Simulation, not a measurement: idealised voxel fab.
Process module, titled voxel gate over fins
Displayed cross-section: cut, width of 250 nm, square cells sized 5 nm.
Cross-section format: a grid of square cells, given as bands from top to bottom; each band is one or more rows of cells.
The band entry comprises the height of the band's top followed by the height of its bottom, expressed in nm, and subsequently the band's materials from left to right, each stated together with its width in nm. Where a single material is marked with the word "throughout", that material fills the band from edge to edge. The word "empty" represents empty space.
We count height from 0. Below that, the starting wafer is all one material. The lowest band never ends at the bottom but goes on down; see "0 -> down" for how that is written.
You'd read "30 to 40" like this: the band's top row of cells is as wide as the first number, its bottom row is as wide as the second, and going down, every row changes width by the same amount as the row before did.
Step marked "same as before"? Then no cell in the cross-section changed in it.
The entry "Closed voids list" lists the empty spaces that cover at least 8 cells and have no open path to the top. Each is written as width x height at distance, where the distance is measured from the left edge and all three values are in nm.
Past the settings on a step's line: simulator remark, on that step.
A step's line can hold "overlay nm"; with a mask on that step, the setting says how far right of the planned place the mask lay, while a negative setting says it lay to the left.
Process steps (planned)
| 1 | RECEIVE (material Si) |
| 2 | CONFORMAL_DEP (material SiN; thk nm 5) |
| 3 | PATTERN (tone cover; mask id FINS; material resist; width nm 15; pitch nm 50; thk nm 20; overlay nm 0) |
| 4 | DIRECTIONAL_ETCH (etch materials SiN; depth nm 5) |
| 5 | DIRECTIONAL_ETCH (etch materials Si; depth nm 35) |
| 6 | STRIP (etch materials resist) |
| 7 | OXIDIZE (depth nm 5) |
| 8 | FILL_DEP (material SiO2; thk nm 15) |
| 9 | CMP (height nm 5) |
| 10 | PATTERN (tone open; mask id RAIL; material resist; width nm 15; thk nm 20; overlay nm 0) |
| 11 | DIRECTIONAL_ETCH (etch materials SiO2; depth nm 35) |
| 12 | STRIP (etch materials resist) |
| 13 | CONFORMAL_DEP (material TiN; thk nm 5) |
| 14 | FILL_DEP (material W; thk nm 5) |
| 15 | CMP (height nm 5) |
| 16 | SELECTIVE_ETCH (etch materials W Ru TiN; depth nm 25) |
| 17 | FILL_DEP (material SiO2; thk nm 5) |
| 18 | CMP (height nm 5) |
| 19 | SELECTIVE_ETCH (etch materials SiO2; depth nm 20) |
| 20 | STRIP (etch materials SiN) |
| 21 | CONFORMAL_DEP (material HfO2; thk nm 5) |
| 22 | CONFORMAL_DEP (material TiN; thk nm 5) |
| 23 | FILL_DEP (material W; thk nm 10) |
| 24 | CMP (height nm 15) |
| 25 | CONFORMAL_DEP (material SiN; thk nm 5) |
Below: the first of two wafers, run as planned
Cross-section: wafer on arrival = after step 1
	0 -> down  Si throughout
	Closed voids list: none
So this is the wafer cross-section right after step 2
	5 -> 0  SiN throughout
	Everything below 0 is unchanged.
So this is the wafer cross-section right after step 3
	25 -> 5  empty: 65 / resist: 15 / empty: 35 / resist: 15 / empty: 35 / resist: 15 / empty: 70
	Everything below 5 is unchanged.
So this is the wafer cross-section right after step 4
	25 -> 5  empty: 65 / resist: 15 / empty: 35 / resist: 15 / empty: 35 / resist: 15 / empty: 70
	5 -> 0  empty: 65 / SiN: 15 / empty: 35 / SiN: 15 / empty: 35 / SiN: 15 / empty: 70
	Everything below 0 is unchanged.
So this is the wafer cross-section right after step 5
	25 -> 5  empty: 65 / resist: 15 / empty: 35 / resist: 15 / empty: 35 / resist: 15 / empty: 70
	5 -> 0  empty: 65 / SiN: 15 / empty: 35 / SiN: 15 / empty: 35 / SiN: 15 / empty: 70
	0 -> -35  empty: 65 / Si: 15 / empty: 35 / Si: 15 / empty: 35 / Si: 15 / empty: 70
	Everything below -35 is unchanged.
So this is the wafer cross-section right after step 6
	5 -> 0  empty: 65 / SiN: 15 / empty: 35 / SiN: 15 / empty: 35 / SiN: 15 / empty: 70
	Everything below 0 is unchanged.
So this is the wafer cross-section right after step 7
	5 -> 0  empty: 65 / SiN: 15 / empty: 35 / SiN: 15 / empty: 35 / SiN: 15 / empty: 70
	0 -> -35  empty: 65 / SiO2: 5 / Si: 5 / SiO2: 5 / empty: 35 / SiO2: 5 / Si: 5 / SiO2: 5 / empty: 35 / SiO2: 5 / Si: 5 / SiO2: 5 / empty: 70
	-35 -> -40  SiO2: 70 / Si: 5 / SiO2: 45 / Si: 5 / SiO2: 45 / Si: 5 / SiO2: 75
	Everything below -40 is unchanged.
So this is the wafer cross-section right after step 8
	20 -> 5  SiO2 throughout
	5 -> 0  SiO2: 65 / SiN: 15 / SiO2: 35 / SiN: 15 / SiO2: 35 / SiN: 15 / SiO2: 70
	0 -> -40  SiO2: 70 / Si: 5 / SiO2: 45 / Si: 5 / SiO2: 45 / Si: 5 / SiO2: 75
	Everything below -40 is unchanged.
So this is the wafer cross-section right after step 9
	5 -> 0  SiO2: 65 / SiN: 15 / SiO2: 35 / SiN: 15 / SiO2: 35 / SiN: 15 / SiO2: 70
	Everything below 0 is unchanged.
So this is the wafer cross-section right after step 10
	25 -> 5  resist: 90 / empty: 15 / resist: 145
	Everything below 5 is unchanged.
So this is the wafer cross-section right after step 11
	25 -> 5  resist: 90 / empty: 15 / resist: 145
	5 -> 0  SiO2: 65 / SiN: 15 / SiO2: 10 / empty: 15 / SiO2: 10 / SiN: 15 / SiO2: 35 / SiN: 15 / SiO2: 70
	0 -> -30  SiO2: 70 / Si: 5 / SiO2: 15 / empty: 15 / SiO2: 15 / Si: 5 / SiO2: 45 / Si: 5 / SiO2: 75
	Everything below -30 is unchanged.
So this is the wafer cross-section right after step 12
	5 -> 0  SiO2: 65 / SiN: 15 / SiO2: 10 / empty: 15 / SiO2: 10 / SiN: 15 / SiO2: 35 / SiN: 15 / SiO2: 70
	Everything below 0 is unchanged.
So this is the wafer cross-section right after step 13
	10 -> 5  TiN: 95 / empty: 5 / TiN: 150
	5 -> 0  SiO2: 65 / SiN: 15 / SiO2: 10 / TiN: 5 / empty: 5 / TiN: 5 / SiO2: 10 / SiN: 15 / SiO2: 35 / SiN: 15 / SiO2: 70
	0 -> -25  SiO2: 70 / Si: 5 / SiO2: 15 / TiN: 5 / empty: 5 / TiN: 5 / SiO2: 15 / Si: 5 / SiO2: 45 / Si: 5 / SiO2: 75
	-25 -> -30  SiO2: 70 / Si: 5 / SiO2: 15 / TiN: 15 / SiO2: 15 / Si: 5 / SiO2: 45 / Si: 5 / SiO2: 75
	Everything below -30 is unchanged.
So this is the wafer cross-section right after step 14
	15 -> 10  W throughout
	10 -> 5  TiN: 95 / W: 5 / TiN: 150
	5 -> 0  SiO2: 65 / SiN: 15 / SiO2: 10 / TiN: 5 / W: 5 / TiN: 5 / SiO2: 10 / SiN: 15 / SiO2: 35 / SiN: 15 / SiO2: 70
	0 -> -25  SiO2: 70 / Si: 5 / SiO2: 15 / TiN: 5 / W: 5 / TiN: 5 / SiO2: 15 / Si: 5 / SiO2: 45 / Si: 5 / SiO2: 75
	Everything below -25 is unchanged.
So this is the wafer cross-section right after step 15
	5 -> 0  SiO2: 65 / SiN: 15 / SiO2: 10 / TiN: 5 / W: 5 / TiN: 5 / SiO2: 10 / SiN: 15 / SiO2: 35 / SiN: 15 / SiO2: 70
	Everything below 0 is unchanged.
So this is the wafer cross-section right after step 16
	5 -> 0  SiO2: 65 / SiN: 15 / SiO2: 10 / empty: 15 / SiO2: 10 / SiN: 15 / SiO2: 35 / SiN: 15 / SiO2: 70
	0 -> -20  SiO2: 70 / Si: 5 / SiO2: 15 / empty: 15 / SiO2: 15 / Si: 5 / SiO2: 45 / Si: 5 / SiO2: 75
	Everything below -20 is unchanged.
So this is the wafer cross-section right after step 17
	10 -> 5  SiO2 throughout
	5 -> 0  SiO2: 65 / SiN: 15 / SiO2: 35 / SiN: 15 / SiO2: 35 / SiN: 15 / SiO2: 70
	0 -> -20  SiO2: 70 / Si: 5 / SiO2: 45 / Si: 5 / SiO2: 45 / Si: 5 / SiO2: 75
	Everything below -20 is unchanged.
So this is the wafer cross-section right after step 18
	5 -> 0  SiO2: 65 / SiN: 15 / SiO2: 35 / SiN: 15 / SiO2: 35 / SiN: 15 / SiO2: 70
	Everything below 0 is unchanged.
So this is the wafer cross-section right after step 19
	5 -> 0  empty: 65 / SiN: 15 / empty: 35 / SiN: 15 / empty: 35 / SiN: 15 / empty: 70
	0 -> -15  empty: 70 / Si: 5 / empty: 45 / Si: 5 / empty: 45 / Si: 5 / empty: 75
	Everything below -15 is unchanged.
So this is the wafer cross-section right after step 20
	0 -> -15  empty: 70 / Si: 5 / empty: 45 / Si: 5 / empty: 45 / Si: 5 / empty: 75
	Everything below -15 is unchanged.
So this is the wafer cross-section right after step 21
	5 -> 0  empty: 65 / HfO2: 15 / empty: 35 / HfO2: 15 / empty: 35 / HfO2: 15 / empty: 70
	0 -> -10  empty: 65 / HfO2: 5 / Si: 5 / HfO2: 5 / empty: 35 / HfO2: 5 / Si: 5 / HfO2: 5 / empty: 35 / HfO2: 5 / Si: 5 / HfO2: 5 / empty: 70
	-10 -> -15  HfO2: 70 / Si: 5 / HfO2: 45 / Si: 5 / HfO2: 45 / Si: 5 / HfO2: 75
	Everything below -15 is unchanged.
So this is the wafer cross-section right after step 22
	10 -> 5  empty: 60 / TiN: 25 / empty: 25 / TiN: 25 / empty: 25 / TiN: 25 / empty: 65
	5 -> 0  empty: 60 / TiN: 5 / HfO2: 15 / TiN: 5 / empty: 25 / TiN: 5 / HfO2: 15 / TiN: 5 / empty: 25 / TiN: 5 / HfO2: 15 / TiN: 5 / empty: 65
	0 -> -5  empty: 60 / TiN: 5 / HfO2: 5 / Si: 5 / HfO2: 5 / TiN: 5 / empty: 25 / TiN: 5 / HfO2: 5 / Si: 5 / HfO2: 5 / TiN: 5 / empty: 25 / TiN: 5 / HfO2: 5 / Si: 5 / HfO2: 5 / TiN: 5 / empty: 65
	-5 -> -10  TiN: 65 / HfO2: 5 / Si: 5 / HfO2: 5 / TiN: 35 / HfO2: 5 / Si: 5 / HfO2: 5 / TiN: 35 / HfO2: 5 / Si: 5 / HfO2: 5 / TiN: 70
	Everything below -10 is unchanged.
So this is the wafer cross-section right after step 23
	20 -> 10  W throughout
	10 -> 5  W: 60 / TiN: 25 / W: 25 / TiN: 25 / W: 25 / TiN: 25 / W: 65
	5 -> 0  W: 60 / TiN: 5 / HfO2: 15 / TiN: 5 / W: 25 / TiN: 5 / HfO2: 15 / TiN: 5 / W: 25 / TiN: 5 / HfO2: 15 / TiN: 5 / W: 65
	0 -> -5  W: 60 / TiN: 5 / HfO2: 5 / Si: 5 / HfO2: 5 / TiN: 5 / W: 25 / TiN: 5 / HfO2: 5 / Si: 5 / HfO2: 5 / TiN: 5 / W: 25 / TiN: 5 / HfO2: 5 / Si: 5 / HfO2: 5 / TiN: 5 / W: 65
	Everything below -5 is unchanged.
So this is the wafer cross-section right after step 24
	15 -> 10  W throughout
	Everything below 10 is unchanged.
So this is the wafer cross-section right after step 25
	20 -> 15  SiN throughout
	Everything below 15 is unchanged.
The remaining wafer, second of the two, started like the first and was run to the same plan, except that one mistake was made along the way; the two coincide through step 9, inclusive
At the planned end of step 10, the second wafer in cross-section
	25 -> 5  resist: 85 / empty: 25 / resist: 140
	Everything below 5 is unchanged.
At the planned end of step 11, the second wafer in cross-section
	25 -> 5  resist: 85 / empty: 25 / resist: 140
	5 -> 0  SiO2: 65 / SiN: 15 / SiO2: 5 / empty: 25 / SiO2: 5 / SiN: 15 / SiO2: 35 / SiN: 15 / SiO2: 70
	0 -> -30  SiO2: 70 / Si: 5 / SiO2: 10 / empty: 25 / SiO2: 10 / Si: 5 / SiO2: 45 / Si: 5 / SiO2: 75
	Everything below -30 is unchanged.
At the planned end of step 12, the second wafer in cross-section
	5 -> 0  SiO2: 65 / SiN: 15 / SiO2: 5 / empty: 25 / SiO2: 5 / SiN: 15 / SiO2: 35 / SiN: 15 / SiO2: 70
	Everything below 0 is unchanged.
At the planned end of step 13, the second wafer in cross-section
	10 -> 5  TiN: 90 / empty: 15 / TiN: 145
	5 -> 0  SiO2: 65 / SiN: 15 / SiO2: 5 / TiN: 5 / empty: 15 / TiN: 5 / SiO2: 5 / SiN: 15 / SiO2: 35 / SiN: 15 / SiO2: 70
	0 -> -25  SiO2: 70 / Si: 5 / SiO2: 10 / TiN: 5 / empty: 15 / TiN: 5 / SiO2: 10 / Si: 5 / SiO2: 45 / Si: 5 / SiO2: 75
	-25 -> -30  SiO2: 70 / Si: 5 / SiO2: 10 / TiN: 25 / SiO2: 10 / Si: 5 / SiO2: 45 / Si: 5 / SiO2: 75
	Everything below -30 is unchanged.
At the planned end of step 14, the second wafer in cross-section
	15 -> 10  W throughout
	10 -> 5  TiN: 90 / W: 15 / TiN: 145
	5 -> 0  SiO2: 65 / SiN: 15 / SiO2: 5 / TiN: 5 / W: 15 / TiN: 5 / SiO2: 5 / SiN: 15 / SiO2: 35 / SiN: 15 / SiO2: 70
	0 -> -25  SiO2: 70 / Si: 5 / SiO2: 10 / TiN: 5 / W: 15 / TiN: 5 / SiO2: 10 / Si: 5 / SiO2: 45 / Si: 5 / SiO2: 75
	Everything below -25 is unchanged.
At the planned end of step 15, the second wafer in cross-section
	5 -> 0  SiO2: 65 / SiN: 15 / SiO2: 5 / TiN: 5 / W: 15 / TiN: 5 / SiO2: 5 / SiN: 15 / SiO2: 35 / SiN: 15 / SiO2: 70
	Everything below 0 is unchanged.
At the planned end of step 16, the second wafer in cross-section
	5 -> 0  SiO2: 65 / SiN: 15 / SiO2: 5 / empty: 25 / SiO2: 5 / SiN: 15 / SiO2: 35 / SiN: 15 / SiO2: 70
	0 -> -20  SiO2: 70 / Si: 5 / SiO2: 10 / empty: 25 / SiO2: 10 / Si: 5 / SiO2: 45 / Si: 5 / SiO2: 75
	Everything below -20 is unchanged.
At the planned end of step 17, the second wafer in cross-section
	10 -> 5  SiO2 throughout
	5 -> 0  SiO2: 65 / SiN: 15 / SiO2: 35 / SiN: 15 / SiO2: 35 / SiN: 15 / SiO2: 70
	0 -> -20  SiO2: 70 / Si: 5 / SiO2: 45 / Si: 5 / SiO2: 45 / Si: 5 / SiO2: 75
	Everything below -20 is unchanged.
At the planned end of step 18, the second wafer in cross-section
	5 -> 0  SiO2: 65 / SiN: 15 / SiO2: 35 / SiN: 15 / SiO2: 35 / SiN: 15 / SiO2: 70
	Everything below 0 is unchanged.
At the planned end of step 19, the second wafer in cross-section
	5 -> 0  empty: 65 / SiN: 15 / empty: 35 / SiN: 15 / empty: 35 / SiN: 15 / empty: 70
	0 -> -15  empty: 70 / Si: 5 / empty: 45 / Si: 5 / empty: 45 / Si: 5 / empty: 75
	Everything below -15 is unchanged.
At the planned end of step 20, the second wafer in cross-section
	0 -> -15  empty: 70 / Si: 5 / empty: 45 / Si: 5 / empty: 45 / Si: 5 / empty: 75
	Everything below -15 is unchanged.
At the planned end of step 21, the second wafer in cross-section
	5 -> 0  empty: 65 / HfO2: 15 / empty: 35 / HfO2: 15 / empty: 35 / HfO2: 15 / empty: 70
	0 -> -10  empty: 65 / HfO2: 5 / Si: 5 / HfO2: 5 / empty: 35 / HfO2: 5 / Si: 5 / HfO2: 5 / empty: 35 / HfO2: 5 / Si: 5 / HfO2: 5 / empty: 70
	-10 -> -15  HfO2: 70 / Si: 5 / HfO2: 45 / Si: 5 / HfO2: 45 / Si: 5 / HfO2: 75
	Everything below -15 is unchanged.
At the planned end of step 22, the second wafer in cross-section
	10 -> 5  empty: 60 / TiN: 25 / empty: 25 / TiN: 25 / empty: 25 / TiN: 25 / empty: 65
	5 -> 0  empty: 60 / TiN: 5 / HfO2: 15 / TiN: 5 / empty: 25 / TiN: 5 / HfO2: 15 / TiN: 5 / empty: 25 / TiN: 5 / HfO2: 15 / TiN: 5 / empty: 65
	0 -> -5  empty: 60 / TiN: 5 / HfO2: 5 / Si: 5 / HfO2: 5 / TiN: 5 / empty: 25 / TiN: 5 / HfO2: 5 / Si: 5 / HfO2: 5 / TiN: 5 / empty: 25 / TiN: 5 / HfO2: 5 / Si: 5 / HfO2: 5 / TiN: 5 / empty: 65
	-5 -> -10  TiN: 65 / HfO2: 5 / Si: 5 / HfO2: 5 / TiN: 35 / HfO2: 5 / Si: 5 / HfO2: 5 / TiN: 35 / HfO2: 5 / Si: 5 / HfO2: 5 / TiN: 70
	Everything below -10 is unchanged.
At the planned end of step 23, the second wafer in cross-section
	20 -> 10  W throughout
	10 -> 5  W: 60 / TiN: 25 / W: 25 / TiN: 25 / W: 25 / TiN: 25 / W: 65
	5 -> 0  W: 60 / TiN: 5 / HfO2: 15 / TiN: 5 / W: 25 / TiN: 5 / HfO2: 15 / TiN: 5 / W: 25 / TiN: 5 / HfO2: 15 / TiN: 5 / W: 65
	0 -> -5  W: 60 / TiN: 5 / HfO2: 5 / Si: 5 / HfO2: 5 / TiN: 5 / W: 25 / TiN: 5 / HfO2: 5 / Si: 5 / HfO2: 5 / TiN: 5 / W: 25 / TiN: 5 / HfO2: 5 / Si: 5 / HfO2: 5 / TiN: 5 / W: 65
	Everything below -5 is unchanged.
At the planned end of step 24, the second wafer in cross-section
	15 -> 10  W throughout
	Everything below 10 is unchanged.
At the planned end of step 25, the second wafer in cross-section
	20 -> 15  SiN throughout
	Everything below 15 is unchanged.
The plan and the run diverged here: step 10 went in with a setting other than planned; the actual run was PATTERN (tone open; mask id RAIL; material resist; width nm 25; thk nm 20; overlay nm 0)
Once processing is complete, comparing cell counts shows that the second wafer has more or fewer of certain materials than the first: -4 SiO2, +2 TiN, +2 W
